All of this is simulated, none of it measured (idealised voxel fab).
The document below concerns the process module designated voxel wiring stack.
Section cut is 205 nm wide and gridded with 5 nm square cells.
Notation: cross-section as square-cell grid; stated in bands, top first, going down; one or more cell rows per band.
It is stipulated that each band's entry specify, in nanometres, the height of the top of the band and then that of its bottom, followed by the materials of the band in left-to-right sequence, each together with its width in nanometres. A single material marked by the word "throughout" is understood to fill the band from edge to edge; the word "empty" is understood to denote empty space.
Heads up on the height convention: 0 is the point under which the incoming wafer is all one material, and the lowest band has no bottom, it just keeps going down, like "z 0 and below".
The expression "30..40" gives the width at the extremes of the band, the first number at its top row of cells and the second at its bottom row, with the width changing by equal amounts from each row to the next in between.
For the purposes of this document, the phrase "identical to before" attached to a step denotes that no cell within the cross-section was modified by that step.
The list in "Closed void inventory" covers empty spaces of 8 cells or more that cannot reach the top through any open way, and it gives each as width x height at distance; the distance is from the left edge, and width, height and distance are in nm.
On a step's line, text after the settings is the simulator commenting on that step.
What "overlay nm" on a step's line means: if the step has a mask, that mask lay this far to the right of its planned place, or, when the value is negative, to the left.
Here's what the planned process steps look like
1. RECEIVE [material Si]
2. CONFORMAL_DEP [material SiO2] [thk nm 10]
3. DIRECTIONAL_DEP [material TiN] [thk nm 5]
4. DIRECTIONAL_DEP [material Ru] [thk nm 25]
5. PATTERN [tone cover] [mask id METAL_1] [material resist] [width nm 30] [pitch nm 50] [thk nm 20] [overlay nm 0]
6. DIRECTIONAL_ETCH [etch materials Ru] [depth nm 25]
7. DIRECTIONAL_ETCH [etch materials TiN] [depth nm 5]
8. STRIP [etch materials resist]
9. FILL_DEP [material SiO2] [thk nm 10]
10. CMP [height nm 40]
11. CONFORMAL_DEP [material SiCN] [thk nm 5]
12. DIRECTIONAL_DEP [material SiO2] [thk nm 15]
13. MASKED_ETCH [tone open] [mask id PLUG_1] [width nm 15] [pitch nm 50] [etch materials SiO2] [depth nm 15] [overlay nm 0]
14. MASKED_ETCH [tone open] [mask id PLUG_1] [width nm 15] [pitch nm 50] [etch materials SiCN] [depth nm 5] [overlay nm 0]
15. CONFORMAL_DEP [material TiN] [thk nm 5]
16. FILL_DEP [material Cu] [thk nm 5]
17. CMP [height nm 60]
18. CONFORMAL_DEP [material SiN] [thk nm 5]
19. DIRECTIONAL_DEP [material SiO2] [thk nm 25]
20. DIRECTIONAL_DEP [material aC] [thk nm 10]
21. PATTERN [tone open] [mask id METAL_2] [material resist] [width nm 30] [pitch nm 50] [thk nm 25] [overlay nm 0]
22. DIRECTIONAL_ETCH [etch materials aC] [depth nm 10]
23. STRIP [etch materials resist]
24. DIRECTIONAL_ETCH [etch materials SiO2] [depth nm 25]
25. DIRECTIONAL_ETCH [etch materials SiN] [depth nm 5]
26. STRIP [etch materials aC]
27. CONFORMAL_DEP [material TiN] [thk nm 5]
28. FILL_DEP [material Cu] [thk nm 5]
29. CMP [height nm 90]
30. CONFORMAL_DEP [material SiCN] [thk nm 5]
First wafer, two in total, run as planned
So this is the incoming wafer in cross-section - it's already been through step 1
- z 0 and below: Si throughout
- Closed void inventory: none
After step 2, in cross-section
- z 10 to 0: SiO2 throughout
- Nothing below the height 0 has changed.
After step 3, in cross-section
- z 15 to 10: TiN throughout
- Nothing below the height 10 has changed.
After step 4, in cross-section
- z 40 to 15: Ru throughout
- Nothing below the height 15 has changed.
After step 5, in cross-section
- z 60 to 40: empty 35 nm, then resist 30 nm, then empty 20 nm, then resist 30 nm, then empty 20 nm, then resist 30 nm, then empty 40 nm
- Nothing below the height 40 has changed.
After step 6, in cross-section
- z 60 to 40: empty 35 nm, then resist 30 nm, then empty 20 nm, then resist 30 nm, then empty 20 nm, then resist 30 nm, then empty 40 nm
- z 40 to 15: empty 35 nm, then Ru 30 nm, then empty 20 nm, then Ru 30 nm, then empty 20 nm, then Ru 30 nm, then empty 40 nm
- Nothing below the height 15 has changed.
After step 7, in cross-section
- z 60 to 40: empty 35 nm, then resist 30 nm, then empty 20 nm, then resist 30 nm, then empty 20 nm, then resist 30 nm, then empty 40 nm
- z 40 to 15: empty 35 nm, then Ru 30 nm, then empty 20 nm, then Ru 30 nm, then empty 20 nm, then Ru 30 nm, then empty 40 nm
- z 15 to 10: empty 35 nm, then TiN 30 nm, then empty 20 nm, then TiN 30 nm, then empty 20 nm, then TiN 30 nm, then empty 40 nm
- Nothing below the height 10 has changed.
After step 8, in cross-section
- z 40 to 15: empty 35 nm, then Ru 30 nm, then empty 20 nm, then Ru 30 nm, then empty 20 nm, then Ru 30 nm, then empty 40 nm
- Nothing below the height 15 has changed.
After step 9, in cross-section
- z 50 to 40: SiO2 throughout
- z 40 to 15: SiO2 35 nm, then Ru 30 nm, then SiO2 20 nm, then Ru 30 nm, then SiO2 20 nm, then Ru 30 nm, then SiO2 40 nm
- z 15 to 10: SiO2 35 nm, then TiN 30 nm, then SiO2 20 nm, then TiN 30 nm, then SiO2 20 nm, then TiN 30 nm, then SiO2 40 nm
- Nothing below the height 10 has changed.
After step 10, in cross-section
- z 40 to 15: SiO2 35 nm, then Ru 30 nm, then SiO2 20 nm, then Ru 30 nm, then SiO2 20 nm, then Ru 30 nm, then SiO2 40 nm
- Nothing below the height 15 has changed.
After step 11, in cross-section
- z 45 to 40: SiCN throughout
- Nothing below the height 40 has changed.
After step 12, in cross-section
- z 60 to 45: SiO2 throughout
- Nothing below the height 45 has changed.
After step 13, in cross-section
- z 60 to 45: SiO2 35 nm, then empty 15 nm, then SiO2 35 nm, then empty 15 nm, then SiO2 35 nm, then empty 15 nm, then SiO2 55 nm
- Nothing below the height 45 has changed.
After step 14, in cross-section
- z 60 to 45: SiO2 35 nm, then empty 15 nm, then SiO2 35 nm, then empty 15 nm, then SiO2 35 nm, then empty 15 nm, then SiO2 55 nm
- z 45 to 40: SiCN 35 nm, then empty 15 nm, then SiCN 35 nm, then empty 15 nm, then SiCN 35 nm, then empty 15 nm, then SiCN 55 nm
- Nothing below the height 40 has changed.
After step 15, in cross-section
- z 65 to 60: TiN 40 nm, then empty 5 nm, then TiN 45 nm, then empty 5 nm, then TiN 45 nm, then empty 5 nm, then TiN 60 nm
- z 60 to 45: SiO2 35 nm, then TiN 5 nm, then empty 5 nm, then TiN 5 nm, then SiO2 35 nm, then TiN 5 nm, then empty 5 nm, then TiN 5 nm, then SiO2 35 nm, then TiN 5 nm, then empty 5 nm, then TiN 5 nm, then SiO2 55 nm
- z 45 to 40: SiCN 35 nm, then TiN 15 nm, then SiCN 35 nm, then TiN 15 nm, then SiCN 35 nm, then TiN 15 nm, then SiCN 55 nm
- Nothing below the height 40 has changed.
After step 16, in cross-section
- z 70 to 65: Cu throughout
- z 65 to 60: TiN 40 nm, then Cu 5 nm, then TiN 45 nm, then Cu 5 nm, then TiN 45 nm, then Cu 5 nm, then TiN 60 nm
- z 60 to 45: SiO2 35 nm, then TiN 5 nm, then Cu 5 nm, then TiN 5 nm, then SiO2 35 nm, then TiN 5 nm, then Cu 5 nm, then TiN 5 nm, then SiO2 35 nm, then TiN 5 nm, then Cu 5 nm, then TiN 5 nm, then SiO2 55 nm
- Nothing below the height 45 has changed.
After step 17, in cross-section
- z 60 to 45: SiO2 35 nm, then TiN 5 nm, then Cu 5 nm, then TiN 5 nm, then SiO2 35 nm, then TiN 5 nm, then Cu 5 nm, then TiN 5 nm, then SiO2 35 nm, then TiN 5 nm, then Cu 5 nm, then TiN 5 nm, then SiO2 55 nm
- Nothing below the height 45 has changed.
After step 18, in cross-section
- z 65 to 60: SiN throughout
- Nothing below the height 60 has changed.
After step 19, in cross-section
- z 90 to 65: SiO2 throughout
- Nothing below the height 65 has changed.
After step 20, in cross-section
- z 100 to 90: aC throughout
- Nothing below the height 90 has changed.
After step 21, in cross-section
- z 125 to 100: resist 35 nm, then empty 30 nm, then resist 20 nm, then empty 30 nm, then resist 20 nm, then empty 30 nm, then resist 40 nm
- Nothing below the height 100 has changed.
After step 22, in cross-section
- z 115 to 100: resist 35 nm, then empty 30 nm, then resist 20 nm, then empty 30 nm, then resist 20 nm, then empty 30 nm, then resist 40 nm
- z 100 to 90: aC 35 nm, then empty 30 nm, then aC 20 nm, then empty 30 nm, then aC 20 nm, then empty 30 nm, then aC 40 nm
- Nothing below the height 90 has changed.
After step 23, in cross-section
- z 100 to 90: aC 35 nm, then empty 30 nm, then aC 20 nm, then empty 30 nm, then aC 20 nm, then empty 30 nm, then aC 40 nm
- Nothing below the height 90 has changed.
After step 24, in cross-section
- z 100 to 90: aC 35 nm, then empty 30 nm, then aC 20 nm, then empty 30 nm, then aC 20 nm, then empty 30 nm, then aC 40 nm
- z 90 to 65: SiO2 35 nm, then empty 30 nm, then SiO2 20 nm, then empty 30 nm, then SiO2 20 nm, then empty 30 nm, then SiO2 40 nm
- Nothing below the height 65 has changed.
After step 25, in cross-section
- z 100 to 90: aC 35 nm, then empty 30 nm, then aC 20 nm, then empty 30 nm, then aC 20 nm, then empty 30 nm, then aC 40 nm
- z 90 to 65: SiO2 35 nm, then empty 30 nm, then SiO2 20 nm, then empty 30 nm, then SiO2 20 nm, then empty 30 nm, then SiO2 40 nm
- z 65 to 60: SiN 35 nm, then empty 30 nm, then SiN 20 nm, then empty 30 nm, then SiN 20 nm, then empty 30 nm, then SiN 40 nm
- Nothing below the height 60 has changed.
After step 26, in cross-section
- z 90 to 65: SiO2 35 nm, then empty 30 nm, then SiO2 20 nm, then empty 30 nm, then SiO2 20 nm, then empty 30 nm, then SiO2 40 nm
- Nothing below the height 65 has changed.
After step 27, in cross-section
- z 95 to 90: TiN 40 nm, then empty 20 nm, then TiN 30 nm, then empty 20 nm, then TiN 30 nm, then empty 20 nm, then TiN 45 nm
- z 90 to 65: SiO2 35 nm, then TiN 5 nm, then empty 20 nm, then TiN 5 nm, then SiO2 20 nm, then TiN 5 nm, then empty 20 nm, then TiN 5 nm, then SiO2 20 nm, then TiN 5 nm, then empty 20 nm, then TiN 5 nm, then SiO2 40 nm
- z 65 to 60: SiN 35 nm, then TiN 30 nm, then SiN 20 nm, then TiN 30 nm, then SiN 20 nm, then TiN 30 nm, then SiN 40 nm
- Nothing below the height 60 has changed.
After step 28, in cross-section
- z 100 to 95: Cu throughout
- z 95 to 90: TiN 40 nm, then Cu 20 nm, then TiN 30 nm, then Cu 20 nm, then TiN 30 nm, then Cu 20 nm, then TiN 45 nm
- z 90 to 65: SiO2 35 nm, then TiN 5 nm, then Cu 20 nm, then TiN 5 nm, then SiO2 20 nm, then TiN 5 nm, then Cu 20 nm, then TiN 5 nm, then SiO2 20 nm, then TiN 5 nm, then Cu 20 nm, then TiN 5 nm, then SiO2 40 nm
- Nothing below the height 65 has changed.
After step 29, in cross-section
- z 90 to 65: SiO2 35 nm, then TiN 5 nm, then Cu 20 nm, then TiN 5 nm, then SiO2 20 nm, then TiN 5 nm, then Cu 20 nm, then TiN 5 nm, then SiO2 20 nm, then TiN 5 nm, then Cu 20 nm, then TiN 5 nm, then SiO2 40 nm
- Nothing below the height 65 has changed.
After step 30, in cross-section
- z 95 to 90: SiCN throughout
- Nothing below the height 90 has changed.
Wafer two: like wafer one in start and plan, but with one mistake in execution; identical up to and including step 20
Second wafer at the planned finish of step 21, seen in cross-section
- z 125 to 100: empty 35 nm, then resist 30 nm, then empty 20 nm, then resist 30 nm, then empty 20 nm, then resist 30 nm, then empty 40 nm
- Nothing below the height 100 has changed.
Second wafer at the planned finish of step 22, seen in cross-section
- z 115 to 100: empty 35 nm, then resist 30 nm, then empty 20 nm, then resist 30 nm, then empty 20 nm, then resist 30 nm, then empty 40 nm
- z 100 to 90: empty 35 nm, then aC 30 nm, then empty 20 nm, then aC 30 nm, then empty 20 nm, then aC 30 nm, then empty 40 nm
- Nothing below the height 90 has changed.
Second wafer at the planned finish of step 23, seen in cross-section
- z 100 to 90: empty 35 nm, then aC 30 nm, then empty 20 nm, then aC 30 nm, then empty 20 nm, then aC 30 nm, then empty 40 nm
- Nothing below the height 90 has changed.
Second wafer at the planned finish of step 24, seen in cross-section
- z 100 to 90: empty 35 nm, then aC 30 nm, then empty 20 nm, then aC 30 nm, then empty 20 nm, then aC 30 nm, then empty 40 nm
- z 90 to 65: empty 35 nm, then SiO2 30 nm, then empty 20 nm, then SiO2 30 nm, then empty 20 nm, then SiO2 30 nm, then empty 40 nm
- Nothing below the height 65 has changed.
Second wafer at the planned finish of step 25, seen in cross-section
- z 100 to 90: empty 35 nm, then aC 30 nm, then empty 20 nm, then aC 30 nm, then empty 20 nm, then aC 30 nm, then empty 40 nm
- z 90 to 65: empty 35 nm, then SiO2 30 nm, then empty 20 nm, then SiO2 30 nm, then empty 20 nm, then SiO2 30 nm, then empty 40 nm
- z 65 to 60: empty 35 nm, then SiN 30 nm, then empty 20 nm, then SiN 30 nm, then empty 20 nm, then SiN 30 nm, then empty 40 nm
- Nothing below the height 60 has changed.
Second wafer at the planned finish of step 26, seen in cross-section
- z 90 to 65: empty 35 nm, then SiO2 30 nm, then empty 20 nm, then SiO2 30 nm, then empty 20 nm, then SiO2 30 nm, then empty 40 nm
- Nothing below the height 65 has changed.
Second wafer at the planned finish of step 27, seen in cross-section
- z 95 to 90: empty 30 nm, then TiN 40 nm, then empty 10 nm, then TiN 40 nm, then empty 10 nm, then TiN 40 nm, then empty 35 nm
- z 90 to 65: empty 30 nm, then TiN 5 nm, then SiO2 30 nm, then TiN 5 nm, then empty 10 nm, then TiN 5 nm, then SiO2 30 nm, then TiN 5 nm, then empty 10 nm, then TiN 5 nm, then SiO2 30 nm, then TiN 5 nm, then empty 35 nm
- z 65 to 60: TiN 35 nm, then SiN 30 nm, then TiN 20 nm, then SiN 30 nm, then TiN 20 nm, then SiN 30 nm, then TiN 40 nm
- Nothing below the height 60 has changed.
Second wafer at the planned finish of step 28, seen in cross-section
- z 100 to 95: Cu throughout
- z 95 to 90: Cu 30 nm, then TiN 40 nm, then Cu 10 nm, then TiN 40 nm, then Cu 10 nm, then TiN 40 nm, then Cu 35 nm
- z 90 to 65: Cu 30 nm, then TiN 5 nm, then SiO2 30 nm, then TiN 5 nm, then Cu 10 nm, then TiN 5 nm, then SiO2 30 nm, then TiN 5 nm, then Cu 10 nm, then TiN 5 nm, then SiO2 30 nm, then TiN 5 nm, then Cu 35 nm
- Nothing below the height 65 has changed.
Second wafer at the planned finish of step 29, seen in cross-section
- z 90 to 65: Cu 30 nm, then TiN 5 nm, then SiO2 30 nm, then TiN 5 nm, then Cu 10 nm, then TiN 5 nm, then SiO2 30 nm, then TiN 5 nm, then Cu 10 nm, then TiN 5 nm, then SiO2 30 nm, then TiN 5 nm, then Cu 35 nm
- Nothing below the height 65 has changed.
Second wafer at the planned finish of step 30, seen in cross-section
- z 95 to 90: SiCN throughout
- Nothing below the height 90 has changed.
Nonconformance to the process plan: so step 21 ended up running with a different setting than we planned, it ran as PATTERN [tone cover] [mask id METAL_2] [material resist] [width nm 30] [pitch nm 50] [thk nm 25] [overlay nm 0]
Once processing is complete, comparing cell counts shows that the second wafer has more or fewer of certain materials than the first: 25 more of Cu | 5 fewer of SiN | 25 fewer of SiO2 | 5 more of TiN
